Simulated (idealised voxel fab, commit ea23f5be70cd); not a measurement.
Presented below is a process module, voxel capacitor over wiring.
Section shown: cut. Width: 225 nm. Cell size: 5 nm, square.
This document writes a cross-section as a grid whose cells are square, and gives it as bands, listed from the top down; one or more rows of cells form a band.
Top height, bottom height, nm. Materials left to right, width each, nm. Single material + "all across" = fills band edge to edge. "empty" = empty.
Counting heights begins at 0, where everything beneath is, in the wafer as received, one material. The lowest band has no bottom; it goes on downwards, as "0 -> down" shows.
Note: "30..40" means the width goes from the first number (top row of the band) to the second number (bottom row) in equal steps per row of cells.
Where the words "left unchanged" appear for a step, the cross-section shows no cell changed by that step; every cell remained as before.
The list in "Enclosed voids" covers empty spaces of 8 cells or more that cannot reach the top through any open way, and it gives each as width x height at distance; the distance is from the left edge, and width, height and distance are in nm.
Note: text after step settings on the step line = simulator remark on that step.
Steps that use a mask can have "overlay nm" on their line. It says how far the mask sat to the right of where it was meant to be. Negative means to the left.

This section lists the process steps that were planned
1 RECEIVE | material Si
2 CONFORMAL_DEP | material SiO2 | thk nm 15
3 CONFORMAL_DEP | material SiN | thk nm 5
4 DIRECTIONAL_DEP | material SiO2 | thk nm 25
5 DIRECTIONAL_DEP | material aC | thk nm 10
6 PATTERN | tone open | mask id METAL_1 | material resist | width nm 25 | pitch nm 85 | thk nm 30 | overlay nm 0
7 DIRECTIONAL_ETCH | etch materials aC | depth nm 10
8 STRIP | etch materials resist
9 DIRECTIONAL_ETCH | etch materials SiO2 | depth nm 25
10 DIRECTIONAL_ETCH | etch materials SiN | depth nm 5
11 STRIP | etch materials aC
12 CONFORMAL_DEP | material TiN | thk nm 5
13 FILL_DEP | material Ru | thk nm 5
14 CMP | height nm 45
15 EPI | material Ru | thk nm 5
16 FILL_DEP | material SiCN | thk nm 5
17 DIRECTIONAL_DEP | material SiO2 | thk nm 15
18 MASKED_ETCH | tone open | mask id PLUG_1 | width nm 15 | etch materials SiO2 | depth nm 15 | overlay nm 0
19 MASKED_ETCH | tone open | mask id PLUG_1 | width nm 15 | etch materials SiCN | depth nm 5 | overlay nm 0
20 CONFORMAL_DEP | material TiN | thk nm 5
21 FILL_DEP | material W | thk nm 10
22 CMP | height nm 70
23 DIRECTIONAL_DEP | material TiN | thk nm 10
24 DIRECTIONAL_DEP | material Al2O3 | thk nm 5
25 DIRECTIONAL_DEP | material TiN | thk nm 10
26 PATTERN | tone cover | mask id UPPER_PLATE | material resist | width nm 65 | thk nm 15 | overlay nm 0
27 DIRECTIONAL_ETCH | etch materials TiN | depth nm 10
28 DIRECTIONAL_ETCH | etch materials Al2O3 | depth nm 5
29 STRIP | etch materials resist
30 DIRECTIONAL_DEP | material aC | thk nm 15
31 PATTERN | tone cover | mask id LOWER_PLATE | material resist | width nm 75 | thk nm 30 | overlay nm 0
32 DIRECTIONAL_ETCH | etch materials aC | depth nm 15
33 STRIP | etch materials resist
34 DIRECTIONAL_ETCH | etch materials TiN | depth nm 10
35 STRIP | etch materials aC
36 FILL_DEP | material SiO2 | thk nm 15
37 CMP | height nm 105
38 PATTERN | tone open | mask id PLUG_2 | material resist | width nm 15 | thk nm 20 | overlay nm 0
39 DIRECTIONAL_ETCH | etch materials SiO2 | depth nm 10
40 STRIP | etch materials resist
41 CONFORMAL_DEP | material TiN | thk nm 5
42 FILL_DEP | material Cu | thk nm 10
43 CMP | height nm 105
44 CONFORMAL_DEP | material SiCN | thk nm 5

As-received wafer cross-section (after step 1)
0 -> down = Si all across
Enclosed voids: none

Module complete - cross-section of the first of two wafers, run according to plan
110 -> 105 = SiCN all across
105 -> 100 = 75 of SiO2, then 5 of TiN, then 5 of Cu, then 5 of TiN, then 135 of SiO2
100 -> 95 = 75 of SiO2, then 15 of TiN, then 135 of SiO2
95 -> 85 = 65 of SiO2, then 65 of TiN, then 95 of SiO2
85 -> 80 = 65 of SiO2, then 65 of Al2O3, then 95 of SiO2
80 -> 70 = 60 of SiO2, then 75 of TiN, then 90 of SiO2
70 -> 55 = 65 of SiO2, then 5 of TiN, then 5 of W, then 5 of TiN, then 145 of SiO2
55 -> 50 = 65 of SiCN, then 15 of TiN, then 145 of SiCN
50 -> 45 = 50 of SiCN, then 35 of Ru, then 50 of SiCN, then 35 of Ru, then 55 of SiCN
45 -> 20 = 55 of SiO2, then 5 of TiN, then 15 of Ru, then 5 of TiN, then 60 of SiO2, then 5 of TiN, then 15 of Ru, then 5 of TiN, then 60 of SiO2
20 -> 15 = 55 of SiN, then 25 of TiN, then 60 of SiN, then 25 of TiN, then 60 of SiN
15 -> 0 = SiO2 all across
0 -> down = Si all across
Enclosed voids: none

Now the second wafer, cross-sectioned at the end of the module. Nothing different at the start, nothing different in the plan compared with the first, just one mistake when it was actually run
110 -> 105 = SiCN all across
105 -> 100 = 75 of SiO2, then 5 of TiN, then 5 of Cu, then 5 of TiN, then 135 of SiO2
100 -> 95 = 75 of SiO2, then 15 of TiN, then 135 of SiO2
95 -> 85 = 65 of SiO2, then 65 of TiN, then 95 of SiO2
85 -> 80 = 65 of SiO2, then 65 of Al2O3, then 95 of SiO2
80 -> 70 = 60 of SiO2, then 75 of TiN, then 90 of SiO2
70 -> 55 = 65 of SiO2, then 5 of TiN, then 5 of W, then 5 of TiN, then 145 of SiO2
55 -> 50 = 65 of SiCN, then 15 of TiN, then 145 of SiCN
50 -> 45 = 55 of SiCN, then 35 of Ru, then 50 of SiCN, then 35 of Ru, then 50 of SiCN
45 -> 20 = 60 of SiO2, then 5 of TiN, then 15 of Ru, then 5 of TiN, then 60 of SiO2, then 5 of TiN, then 15 of Ru, then 5 of TiN, then 55 of SiO2
20 -> 15 = 60 of SiN, then 25 of TiN, then 60 of SiN, then 25 of TiN, then 55 of SiN
15 -> 0 = SiO2 all across
0 -> down = Si all across
Enclosed voids: none
What was done differently from what was planned? step 6 was processed under conditions differing from the plan, specifically as PATTERN | tone open | mask id METAL_1 | material resist | width nm 25 | pitch nm 85 | thk nm 30 | overlay nm 5
When the process is done, the second wafer contains the same cell count of every material as the first wafer, but distributed over other locations.
